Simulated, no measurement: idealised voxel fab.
process module | voxel local oxidation
cross-section cut | 300 nm wide | cells 5 nm
A cross-section is a grid of square cells, given in bands from the top down. A band is one or more rows of cells.
Each band's line starts with the height of the band's top and of its bottom, in nm. Then come its materials from left to right, each with its width in nm. One material with "throughout" fills the band from edge to edge. "air" is empty space.
Height 0 is the level under which the wafer as received is all one material. The lowest band goes on downwards, as in "0 down".
A width such as "30 to 40" changes by the same amount from each row of cells to the next, from the band's top row to its bottom row.
"no change" after a step means that no cell of the cross-section changed.
closed voids: empty space of 8 cells or more with no open way to the top, each as width x height at its distance from the left edge, in nm
after a step's settings: what the simulator itself notes on the step
overlay nm, on a step with a mask: how far to the right of its planned place the mask lay; to the left if negative
plan
1 op RECEIVE | material Si
2 op OXIDIZE | depth nm 5
3 op CONFORMAL_DEP | material SiN | thk nm 10
4 op MASKED_ETCH | tone cover | mask id ACTIVE | width nm 130 | etch materials SiN | depth nm 10 | overlay nm 0
5 op SELECTIVE_ETCH | etch materials SiO2 | depth nm 5
6 op OXIDIZE | depth nm 10
7 op STRIP | etch materials SiN
first wafer, as planned
as received, after step 1
  0 down: Si throughout
  closed voids: none
after step 2
  0 to -5: SiO2 throughout
  below -5: unchanged
after step 3
  10 to 0: SiN throughout
  below 0: unchanged
after step 4
  10 to 0: air 85 | SiN 130 | air 85
  below 0: unchanged
after step 5
  10 to 0: air 85 | SiN 130 | air 85
  0 to -5: air 90 | SiO2 120 | air 90
  below -5: unchanged
after step 6
  10 to 0: air 85 | SiN 130 | air 85
  0 to -5: air 90 | SiO2 120 | air 90
  -5 to -15: SiO2 100 | Si 100 | SiO2 100
  below -15: unchanged
after step 7
  0 to -5: air 90 | SiO2 120 | air 90
  below -5: unchanged
second wafer: like start, like plan, one mistake. Through step 1 it matches the first wafer
when step 2 should have ended
  0 to -5: SiO2 throughout
  below -5: unchanged
when step 3 should have ended
  10 to 0: SiN throughout
  below 0: unchanged
when step 4 should have ended
  10 to 0: air 85 | SiN 130 | air 85
  below 0: unchanged
when step 5 should have ended
  10 to 0: air 85 | SiN 130 | air 85
  0 to -5: air 90 | SiO2 120 | air 90
  below -5: unchanged
when step 6 should have ended
  10 to 0: air 85 | SiN 130 | air 85
  0 to -5: air 90 | SiO2 120 | air 90
  -5 to -15: SiO2 100 | Si 100 | SiO2 100
  below -15: unchanged
when step 7 should have ended
  0 to -5: air 90 | SiO2 120 | air 90
  below -5: unchanged
what went wrong: step 2 was run twice
at the end the two cross-sections are the same: no effect in what this model computes
